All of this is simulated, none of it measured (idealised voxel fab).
process module | voxel self aligned vias
cross-section cut | 185 nm wide | cells 5 nm
A cross-section is a grid of square cells, given in bands from the top down. A band is one or more rows of cells.
Each band's line starts with the height of the band's top and of its bottom, in nm. Then come its materials from left to right, each with its width in nm. One material with "throughout" fills the band from edge to edge. "air" is empty space.
Height 0 is the level under which the wafer as received is all one material. The lowest band goes on downwards, as in "0 down".
A width such as "30 to 40" changes by the same amount from each row of cells to the next, from the band's top row to its bottom row.
"no change" after a step means that no cell of the cross-section changed.
closed voids: empty space of 8 cells or more with no open way to the top, each as width x height at its distance from the left edge, in nm
after a step's settings: what the simulator itself notes on the step
overlay nm, on a step with a mask: how far to the right of its planned place the mask lay; to the left if negative
plan
1 op RECEIVE | material Si
2 op CONFORMAL_DEP | material SiO2 | thk nm 10
3 op CONFORMAL_DEP | material SiCN | thk nm 5
4 op DIRECTIONAL_DEP | material SiO2 | thk nm 30
5 op DIRECTIONAL_DEP | material aC | thk nm 10
6 op PATTERN | tone open | mask id LINES | material resist | width nm 20 | pitch nm 70 | thk nm 30 | overlay nm 0
7 op DIRECTIONAL_ETCH | etch materials aC | depth nm 10
8 op STRIP | etch materials resist
9 op DIRECTIONAL_ETCH | etch materials SiO2 | depth nm 30
10 op STRIP | etch materials aC
11 op CONFORMAL_DEP | material TiN | thk nm 5
12 op FILL_DEP | material W | thk nm 10
13 op CMP | height nm 45
14 op SELECTIVE_ETCH | etch materials W Ru TiN | depth nm 10
15 op FILL_DEP | material SiN | thk nm 10
16 op CMP | height nm 45
17 op DIRECTIONAL_DEP | material SiO2 | thk nm 20
18 op MASKED_ETCH | tone open | mask id VIAS | width nm 40 | pitch nm 70 | etch materials SiO2 | depth nm 20 | overlay nm 0
19 op MASKED_ETCH | tone open | mask id VIAS | width nm 40 | pitch nm 70 | etch materials SiN | depth nm 10 | overlay nm 0
20 op CONFORMAL_DEP | material TiN | thk nm 5
21 op FILL_DEP | material Cu | thk nm 10
22 op CMP | height nm 65
23 op CONFORMAL_DEP | material SiCN | thk nm 5
as received, after step 1
  0 down: Si throughout
  closed voids: none
a wafer at the end: this start, this plan, one mistake
  70 to 65: SiCN throughout
  65 to 50: SiO2 35 | TiN 5 | Cu 30 | TiN 5 | SiO2 30 | TiN 5 | Cu 30 | TiN 5 | SiO2 40
  50 to 45: SiO2 35 | TiN 40 | SiO2 30 | TiN 40 | SiO2 40
  45 to 40: SiCN throughout
  40 to 0: SiO2 throughout
  0 down: Si throughout
  closed voids: none
what went wrong: steps 3 and 4 were swapped
